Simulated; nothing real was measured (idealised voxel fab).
process module | voxel transistor to metal
cross-section cut | 200 nm wide | cells 5 nm
A cross-section is a grid of square cells, given in bands from the top down. A band is one or more rows of cells.
Each band's line starts with the height of the band's top and of its bottom, in nm. Then come its materials from left to right, each with its width in nm. One material with "throughout" fills the band from edge to edge. "air" is empty space.
Height 0 is the level under which the wafer as received is all one material. The lowest band goes on downwards, as in "0 down".
A width such as "30 to 40" changes by the same amount from each row of cells to the next, from the band's top row to its bottom row.
"no change" after a step means that no cell of the cross-section changed.
closed voids: empty space of 8 cells or more with no open way to the top, each as width x height at its distance from the left edge, in nm
after a step's settings: what the simulator itself notes on the step
overlay nm, on a step with a mask: how far to the right of its planned place the mask lay; to the left if negative
plan
1 op RECEIVE | material Si
2 op OXIDIZE | depth nm 5
3 op CONFORMAL_DEP | material SiN | thk nm 15
4 op MASKED_ETCH | tone cover | mask id ACTIVE | width nm 110 | etch materials SiN | depth nm 15 | overlay nm 0
5 op MASKED_ETCH | tone cover | mask id ACTIVE | width nm 110 | etch materials SiO2 | depth nm 5 | overlay nm 0
6 op MASKED_ETCH | tone cover | mask id ACTIVE | width nm 110 | etch materials Si | depth nm 25 | overlay nm 0
7 op FILL_DEP | material SiO2 | thk nm 5
8 op CMP | height nm 15
9 op SELECTIVE_ETCH | etch materials SiO2 | depth nm 10
10 op STRIP | etch materials SiN
11 op SELECTIVE_ETCH | etch materials SiO2 | depth nm 5
12 op OXIDIZE | depth nm 5
13 op DIRECTIONAL_DEP | material polySi | thk nm 20
14 op DIRECTIONAL_DEP | material SiCN | thk nm 15
15 op MASKED_ETCH | tone cover | mask id GATE | width nm 30 | etch materials SiCN | depth nm 25 | overlay nm 0
16 op MASKED_ETCH | tone cover | mask id GATE | width nm 30 | etch materials polySi | depth nm 30 | overlay nm 0
17 op CONFORMAL_DEP | material SiN | thk nm 10
18 op DIRECTIONAL_ETCH | etch materials SiN | depth nm 10
19 op DIRECTIONAL_ETCH | etch materials SiO2 | depth nm 5
20 op DIRECTIONAL_ETCH | etch materials Si | depth nm 10
21 op EPI | material SiGe | thk nm 10
22 op FILL_DEP | material SiO2 | thk nm 10
23 op CMP | height nm 15
24 op STRIP | etch materials polySi
25 op SELECTIVE_ETCH | etch materials SiO2 | depth nm 5
26 op CONFORMAL_DEP | material HfO2 | thk nm 5
27 op CONFORMAL_DEP | material TiN | thk nm 5
28 op FILL_DEP | material W | thk nm 10
29 op CMP | height nm 10
30 op DIRECTIONAL_DEP | material SiO2 | thk nm 15
31 op MASKED_ETCH | tone open | mask id CONTACT | width nm 20 | pitch nm 80 | etch materials SiO2 | depth nm 35 | overlay nm 0
32 op CONFORMAL_DEP | material TiN | thk nm 5
33 op FILL_DEP | material W | thk nm 5
34 op CMP | height nm 25
35 op DIRECTIONAL_DEP | material TiN | thk nm 5
36 op DIRECTIONAL_DEP | material W | thk nm 20
37 op DIRECTIONAL_DEP | material aC | thk nm 10
38 op PATTERN | tone cover | mask id METAL_1 | material resist | width nm 20 | pitch nm 80 | thk nm 25 | overlay nm 0
39 op DIRECTIONAL_ETCH | etch materials aC | depth nm 10
40 op STRIP | etch materials resist
41 op DIRECTIONAL_ETCH | etch materials W | depth nm 20
42 op DIRECTIONAL_ETCH | etch materials TiN | depth nm 5
43 op STRIP | etch materials aC
44 op CONFORMAL_DEP | material SiN | thk nm 5
45 op FILL_DEP | material SiO2 | thk nm 10
46 op CMP | height nm 50
47 op CONFORMAL_DEP | material SiN | thk nm 5
first wafer, as planned
as received, after step 1
  0 down: Si throughout
  closed voids: none
after step 2
  0 to -5: SiO2 throughout
  below -5: unchanged
after step 3
  15 to 0: SiN throughout
  below 0: unchanged
after step 4
  15 to 0: air 45 | SiN 110 | air 45
  below 0: unchanged
after step 5
  15 to 0: air 45 | SiN 110 | air 45
  0 to -5: air 45 | SiO2 110 | air 45
  below -5: unchanged
after step 6
  15 to 0: air 45 | SiN 110 | air 45
  0 to -5: air 45 | SiO2 110 | air 45
  -5 to -30: air 45 | Si 110 | air 45
  below -30: unchanged
after step 7
  20 to 15: SiO2 throughout
  15 to 0: SiO2 45 | SiN 110 | SiO2 45
  0 to -5: SiO2 throughout
  -5 to -30: SiO2 45 | Si 110 | SiO2 45
  below -30: unchanged
after step 8
  15 to 0: SiO2 45 | SiN 110 | SiO2 45
  below 0: unchanged
after step 9
  15 to 5: air 45 | SiN 110 | air 45
  below 5: unchanged
after step 10
  5 to 0: SiO2 45 | air 110 | SiO2 45
  below 0: unchanged
after step 11
  0 to -5: SiO2 40 | air 120 | SiO2 40
  below -5: unchanged
after step 12
  0 to -5: SiO2 40 | air 120 | SiO2 40
  -5 to -10: SiO2 throughout
  below -10: unchanged
after step 13
  20 to 15: polySi 40 | air 120 | polySi 40
  15 to 0: polySi throughout
  0 to -5: SiO2 40 | polySi 120 | SiO2 40
  below -5: unchanged
after step 14
  35 to 30: SiCN 40 | air 120 | SiCN 40
  30 to 20: SiCN throughout
  20 to 15: polySi 40 | SiCN 120 | polySi 40
  below 15: unchanged
after step 15
  30 to 20: air 85 | SiCN 30 | air 85
  20 to 15: polySi 40 | air 45 | SiCN 30 | air 45 | polySi 40
  below 15: unchanged
after step 16
  30 to 15: air 85 | SiCN 30 | air 85
  15 to 0: air 85 | polySi 30 | air 85
  0 to -5: SiO2 40 | air 45 | polySi 30 | air 45 | SiO2 40
  below -5: unchanged
after step 17
  40 to 30: air 75 | SiN 50 | air 75
  30 to 15: air 75 | SiN 10 | SiCN 30 | SiN 10 | air 75
  15 to 10: air 75 | SiN 10 | polySi 30 | SiN 10 | air 75
  10 to 5: SiN 50 | air 25 | SiN 10 | polySi 30 | SiN 10 | air 25 | SiN 50
  5 to 0: SiN 85 | polySi 30 | SiN 85
  0 to -5: SiO2 40 | SiN 45 | polySi 30 | SiN 45 | SiO2 40
  below -5: unchanged
after step 18
  30 to 15: air 75 | SiN 10 | SiCN 30 | SiN 10 | air 75
  15 to 0: air 75 | SiN 10 | polySi 30 | SiN 10 | air 75
  0 to -5: SiO2 40 | SiN 10 | air 25 | SiN 10 | polySi 30 | SiN 10 | air 25 | SiN 10 | SiO2 40
  below -5: unchanged
after step 19
  30 to 15: air 75 | SiN 10 | SiCN 30 | SiN 10 | air 75
  15 to 0: air 75 | SiN 10 | polySi 30 | SiN 10 | air 75
  0 to -5: air 40 | SiN 10 | air 25 | SiN 10 | polySi 30 | SiN 10 | air 25 | SiN 10 | air 40
  -5 to -10: SiO2 50 | air 25 | SiO2 50 | air 25 | SiO2 50
  below -10: unchanged
after step 20
  30 to 15: air 75 | SiN 10 | SiCN 30 | SiN 10 | air 75
  15 to 0: air 75 | SiN 10 | polySi 30 | SiN 10 | air 75
  0 to -5: air 40 | SiN 10 | air 25 | SiN 10 | polySi 30 | SiN 10 | air 25 | SiN 10 | air 40
  -5 to -10: SiO2 50 | air 25 | SiO2 50 | air 25 | SiO2 50
  -10 to -20: SiO2 45 | Si 5 | air 25 | Si 50 | air 25 | Si 5 | SiO2 45
  below -20: unchanged
after step 21
  30 to 15: air 75 | SiN 10 | SiCN 30 | SiN 10 | air 75
  15 to 0: air 75 | SiN 10 | polySi 30 | SiN 10 | air 75
  0 to -5: air 40 | SiN 10 | SiGe 10 | air 5 | SiGe 10 | SiN 10 | polySi 30 | SiN 10 | SiGe 10 | air 5 | SiGe 10 | SiN 10 | air 40
  -5 to -10: SiO2 50 | SiGe 10 | air 5 | SiGe 10 | SiO2 50 | SiGe 10 | air 5 | SiGe 10 | SiO2 50
  -10 to -20: SiO2 45 | Si 5 | SiGe 25 | Si 50 | SiGe 25 | Si 5 | SiO2 45
  below -20: unchanged
after step 22
  40 to 30: SiO2 throughout
  30 to 15: SiO2 75 | SiN 10 | SiCN 30 | SiN 10 | SiO2 75
  15 to 0: SiO2 75 | SiN 10 | polySi 30 | SiN 10 | SiO2 75
  0 to -5: SiO2 40 | SiN 10 | SiGe 10 | SiO2 5 | SiGe 10 | SiN 10 | polySi 30 | SiN 10 | SiGe 10 | SiO2 5 | SiGe 10 | SiN 10 | SiO2 40
  -5 to -10: SiO2 50 | SiGe 10 | SiO2 5 | SiGe 10 | SiO2 50 | SiGe 10 | SiO2 5 | SiGe 10 | SiO2 50
  below -10: unchanged
after step 23
  15 to 0: SiO2 75 | SiN 10 | polySi 30 | SiN 10 | SiO2 75
  below 0: unchanged
after step 24
  15 to 0: SiO2 75 | SiN 10 | air 30 | SiN 10 | SiO2 75
  0 to -5: SiO2 40 | SiN 10 | SiGe 10 | SiO2 5 | SiGe 10 | SiN 10 | air 30 | SiN 10 | SiGe 10 | SiO2 5 | SiGe 10 | SiN 10 | SiO2 40
  below -5: unchanged
after step 25
  15 to 10: air 75 | SiN 10 | air 30 | SiN 10 | air 75
  10 to 0: SiO2 75 | SiN 10 | air 30 | SiN 10 | SiO2 75
  0 to -5: SiO2 40 | SiN 10 | SiGe 10 | SiO2 5 | SiGe 10 | SiN 10 | air 30 | SiN 10 | SiGe 10 | SiO2 5 | SiGe 10 | SiN 10 | SiO2 40
  -5 to -10: SiO2 50 | SiGe 10 | SiO2 5 | SiGe 10 | SiO2 5 | air 40 | SiO2 5 | SiGe 10 | SiO2 5 | SiGe 10 | SiO2 50
  below -10: unchanged
after step 26
  20 to 15: air 70 | HfO2 20 | air 20 | HfO2 20 | air 70
  15 to 10: HfO2 75 | SiN 10 | HfO2 5 | air 20 | HfO2 5 | SiN 10 | HfO2 75
  10 to 0: SiO2 75 | SiN 10 | HfO2 5 | air 20 | HfO2 5 | SiN 10 | SiO2 75
  0 to -5: SiO2 40 | SiN 10 | SiGe 10 | SiO2 5 | SiGe 10 | SiN 10 | HfO2 5 | air 20 | HfO2 5 | SiN 10 | SiGe 10 | SiO2 5 | SiGe 10 | SiN 10 | SiO2 40
  -5 to -10: SiO2 50 | SiGe 10 | SiO2 5 | SiGe 10 | SiO2 5 | HfO2 40 | SiO2 5 | SiGe 10 | SiO2 5 | SiGe 10 | SiO2 50
  below -10: unchanged
after step 27
  25 to 20: air 65 | TiN 30 | air 10 | TiN 30 | air 65
  20 to 15: TiN 70 | HfO2 20 | TiN 5 | air 10 | TiN 5 | HfO2 20 | TiN 70
  15 to 10: HfO2 75 | SiN 10 | HfO2 5 | TiN 5 | air 10 | TiN 5 | HfO2 5 | SiN 10 | HfO2 75
  10 to 0: SiO2 75 | SiN 10 | HfO2 5 | TiN 5 | air 10 | TiN 5 | HfO2 5 | SiN 10 | SiO2 75
  0 to -5: SiO2 40 | SiN 10 | SiGe 10 | SiO2 5 | SiGe 10 | SiN 10 | HfO2 5 | TiN 20 | HfO2 5 | SiN 10 | SiGe 10 | SiO2 5 | SiGe 10 | SiN 10 | SiO2 40
  below -5: unchanged
after step 28
  35 to 25: W throughout
  25 to 20: W 65 | TiN 30 | W 10 | TiN 30 | W 65
  20 to 15: TiN 70 | HfO2 20 | TiN 5 | W 10 | TiN 5 | HfO2 20 | TiN 70
  15 to 10: HfO2 75 | SiN 10 | HfO2 5 | TiN 5 | W 10 | TiN 5 | HfO2 5 | SiN 10 | HfO2 75
  10 to 0: SiO2 75 | SiN 10 | HfO2 5 | TiN 5 | W 10 | TiN 5 | HfO2 5 | SiN 10 | SiO2 75
  below 0: unchanged
after step 29
  10 to 0: SiO2 75 | SiN 10 | HfO2 5 | TiN 5 | W 10 | TiN 5 | HfO2 5 | SiN 10 | SiO2 75
  below 0: unchanged
after step 30
  25 to 10: SiO2 throughout
  below 10: unchanged
after step 31
  25 to 10: SiO2 50 | air 20 | SiO2 60 | air 20 | SiO2 50
  10 to 0: SiO2 50 | air 20 | SiO2 5 | SiN 10 | HfO2 5 | TiN 5 | W 10 | TiN 5 | HfO2 5 | SiN 10 | SiO2 5 | air 20 | SiO2 50
  0 to -5: SiO2 40 | SiN 10 | SiGe 10 | air 5 | SiGe 10 | SiN 10 | HfO2 5 | TiN 20 | HfO2 5 | SiN 10 | SiGe 10 | air 5 | SiGe 10 | SiN 10 | SiO2 40
  -5 to -10: SiO2 50 | SiGe 10 | air 5 | SiGe 10 | SiO2 5 | HfO2 40 | SiO2 5 | SiGe 10 | air 5 | SiGe 10 | SiO2 50
  below -10: unchanged
after step 32
  30 to 25: TiN 55 | air 10 | TiN 70 | air 10 | TiN 55
  25 to 10: SiO2 50 | TiN 5 | air 10 | TiN 5 | SiO2 60 | TiN 5 | air 10 | TiN 5 | SiO2 50
  10 to 5: SiO2 50 | TiN 5 | air 10 | TiN 5 | SiO2 5 | SiN 10 | HfO2 5 | TiN 5 | W 10 | TiN 5 | HfO2 5 | SiN 10 | SiO2 5 | TiN 5 | air 10 | TiN 5 | SiO2 50
  5 to 0: SiO2 50 | TiN 20 | SiO2 5 | SiN 10 | HfO2 5 | TiN 5 | W 10 | TiN 5 | HfO2 5 | SiN 10 | SiO2 5 | TiN 20 | SiO2 50
  0 to -5: SiO2 40 | SiN 10 | SiGe 10 | TiN 5 | SiGe 10 | SiN 10 | HfO2 5 | TiN 20 | HfO2 5 | SiN 10 | SiGe 10 | TiN 5 | SiGe 10 | SiN 10 | SiO2 40
  -5 to -10: SiO2 50 | SiGe 10 | TiN 5 | SiGe 10 | SiO2 5 | HfO2 40 | SiO2 5 | SiGe 10 | TiN 5 | SiGe 10 | SiO2 50
  below -10: unchanged
after step 33
  35 to 30: W throughout
  30 to 25: TiN 55 | W 10 | TiN 70 | W 10 | TiN 55
  25 to 10: SiO2 50 | TiN 5 | W 10 | TiN 5 | SiO2 60 | TiN 5 | W 10 | TiN 5 | SiO2 50
  10 to 5: SiO2 50 | TiN 5 | W 10 | TiN 5 | SiO2 5 | SiN 10 | HfO2 5 | TiN 5 | W 10 | TiN 5 | HfO2 5 | SiN 10 | SiO2 5 | TiN 5 | W 10 | TiN 5 | SiO2 50
  below 5: unchanged
after step 34
  25 to 10: SiO2 50 | TiN 5 | W 10 | TiN 5 | SiO2 60 | TiN 5 | W 10 | TiN 5 | SiO2 50
  below 10: unchanged
after step 35
  30 to 25: TiN throughout
  below 25: unchanged
after step 36
  50 to 30: W throughout
  below 30: unchanged
after step 37
  60 to 50: aC throughout
  below 50: unchanged
after step 38
  85 to 60: air 50 | resist 20 | air 60 | resist 20 | air 50
  below 60: unchanged
after step 39
  75 to 60: air 50 | resist 20 | air 60 | resist 20 | air 50
  60 to 50: air 50 | aC 20 | air 60 | aC 20 | air 50
  below 50: unchanged
after step 40
  60 to 50: air 50 | aC 20 | air 60 | aC 20 | air 50
  below 50: unchanged
after step 41
  60 to 50: air 50 | aC 20 | air 60 | aC 20 | air 50
  50 to 30: air 50 | W 20 | air 60 | W 20 | air 50
  below 30: unchanged
after step 42
  60 to 50: air 50 | aC 20 | air 60 | aC 20 | air 50
  50 to 30: air 50 | W 20 | air 60 | W 20 | air 50
  30 to 25: air 50 | TiN 20 | air 60 | TiN 20 | air 50
  below 25: unchanged
after step 43
  50 to 30: air 50 | W 20 | air 60 | W 20 | air 50
  below 30: unchanged
after step 44
  55 to 50: air 45 | SiN 30 | air 50 | SiN 30 | air 45
  50 to 30: air 45 | SiN 5 | W 20 | SiN 5 | air 50 | SiN 5 | W 20 | SiN 5 | air 45
  30 to 25: SiN 50 | TiN 20 | SiN 60 | TiN 20 | SiN 50
  below 25: unchanged
after step 45
  65 to 55: SiO2 throughout
  55 to 50: SiO2 45 | SiN 30 | SiO2 50 | SiN 30 | SiO2 45
  50 to 30: SiO2 45 | SiN 5 | W 20 | SiN 5 | SiO2 50 | SiN 5 | W 20 | SiN 5 | SiO2 45
  below 30: unchanged
after step 46
  50 to 30: SiO2 45 | SiN 5 | W 20 | SiN 5 | SiO2 50 | SiN 5 | W 20 | SiN 5 | SiO2 45
  below 30: unchanged
after step 47
  55 to 50: SiN throughout
  below 50: unchanged
second wafer: like start, like plan, one mistake. Through step 30 it matches the first wafer
when step 31 should have ended
  25 to 10: SiO2 45 | air 20 | SiO2 60 | air 20 | SiO2 55
  10 to 0: SiO2 45 | air 20 | SiO2 10 | SiN 10 | HfO2 5 | TiN 5 | W 10 | TiN 5 | HfO2 5 | SiN 10 | air 20 | SiO2 55
  0 to -5: SiO2 40 | SiN 10 | SiGe 10 | air 5 | SiGe 10 | SiN 10 | HfO2 5 | TiN 20 | HfO2 5 | SiN 10 | SiGe 10 | air 5 | SiGe 10 | SiN 10 | SiO2 40
  -5 to -10: SiO2 50 | SiGe 10 | air 5 | SiGe 10 | SiO2 5 | HfO2 40 | SiO2 5 | SiGe 10 | air 5 | SiGe 10 | SiO2 50
  below -10: unchanged
when step 32 should have ended
  30 to 25: TiN 50 | air 10 | TiN 70 | air 10 | TiN 60
  25 to 10: SiO2 45 | TiN 5 | air 10 | TiN 5 | SiO2 60 | TiN 5 | air 10 | TiN 5 | SiO2 55
  10 to 5: SiO2 45 | TiN 5 | air 10 | TiN 5 | SiO2 10 | SiN 10 | HfO2 5 | TiN 5 | W 10 | TiN 5 | HfO2 5 | SiN 10 | TiN 5 | air 10 | TiN 5 | SiO2 55
  5 to 0: SiO2 45 | TiN 20 | SiO2 10 | SiN 10 | HfO2 5 | TiN 5 | W 10 | TiN 5 | HfO2 5 | SiN 10 | TiN 20 | SiO2 55
  0 to -5: SiO2 40 | SiN 10 | SiGe 10 | TiN 5 | SiGe 10 | SiN 10 | HfO2 5 | TiN 20 | HfO2 5 | SiN 10 | SiGe 10 | TiN 5 | SiGe 10 | SiN 10 | SiO2 40
  -5 to -10: SiO2 50 | SiGe 10 | TiN 5 | SiGe 10 | SiO2 5 | HfO2 40 | SiO2 5 | SiGe 10 | TiN 5 | SiGe 10 | SiO2 50
  below -10: unchanged
when step 33 should have ended
  35 to 30: W throughout
  30 to 25: TiN 50 | W 10 | TiN 70 | W 10 | TiN 60
  25 to 10: SiO2 45 | TiN 5 | W 10 | TiN 5 | SiO2 60 | TiN 5 | W 10 | TiN 5 | SiO2 55
  10 to 5: SiO2 45 | TiN 5 | W 10 | TiN 5 | SiO2 10 | SiN 10 | HfO2 5 | TiN 5 | W 10 | TiN 5 | HfO2 5 | SiN 10 | TiN 5 | W 10 | TiN 5 | SiO2 55
  below 5: unchanged
when step 34 should have ended
  25 to 10: SiO2 45 | TiN 5 | W 10 | TiN 5 | SiO2 60 | TiN 5 | W 10 | TiN 5 | SiO2 55
  below 10: unchanged
when step 35 should have ended
  30 to 25: TiN throughout
  below 25: unchanged
when step 36 should have ended
  50 to 30: W throughout
  below 30: unchanged
when step 37 should have ended
  60 to 50: aC throughout
  below 50: unchanged
when step 38 should have ended
  85 to 60: air 50 | resist 20 | air 60 | resist 20 | air 50
  below 60: unchanged
when step 39 should have ended
  75 to 60: air 50 | resist 20 | air 60 | resist 20 | air 50
  60 to 50: air 50 | aC 20 | air 60 | aC 20 | air 50
  below 50: unchanged
when step 40 should have ended
  60 to 50: air 50 | aC 20 | air 60 | aC 20 | air 50
  below 50: unchanged
when step 41 should have ended
  60 to 50: air 50 | aC 20 | air 60 | aC 20 | air 50
  50 to 30: air 50 | W 20 | air 60 | W 20 | air 50
  below 30: unchanged
when step 42 should have ended
  60 to 50: air 50 | aC 20 | air 60 | aC 20 | air 50
  50 to 30: air 50 | W 20 | air 60 | W 20 | air 50
  30 to 25: air 50 | TiN 20 | air 60 | TiN 20 | air 50
  below 25: unchanged
when step 43 should have ended
  50 to 30: air 50 | W 20 | air 60 | W 20 | air 50
  below 30: unchanged
when step 44 should have ended
  55 to 50: air 45 | SiN 30 | air 50 | SiN 30 | air 45
  50 to 30: air 45 | SiN 5 | W 20 | SiN 5 | air 50 | SiN 5 | W 20 | SiN 5 | air 45
  30 to 25: SiN 50 | TiN 20 | SiN 60 | TiN 20 | SiN 50
  below 25: unchanged
when step 45 should have ended
  65 to 55: SiO2 throughout
  55 to 50: SiO2 45 | SiN 30 | SiO2 50 | SiN 30 | SiO2 45
  50 to 30: SiO2 45 | SiN 5 | W 20 | SiN 5 | SiO2 50 | SiN 5 | W 20 | SiN 5 | SiO2 45
  below 30: unchanged
when step 46 should have ended
  50 to 30: SiO2 45 | SiN 5 | W 20 | SiN 5 | SiO2 50 | SiN 5 | W 20 | SiN 5 | SiO2 45
  below 30: unchanged
when step 47 should have ended
  55 to 50: SiN throughout
  below 50: unchanged
what went wrong: step 31 ran as: op MASKED_ETCH | tone open | mask id CONTACT | width nm 20 | pitch nm 80 | etch materials SiO2 | depth nm 35 | overlay nm -5
at the end the second wafer has, in cells: as many of each material as the first, in other places
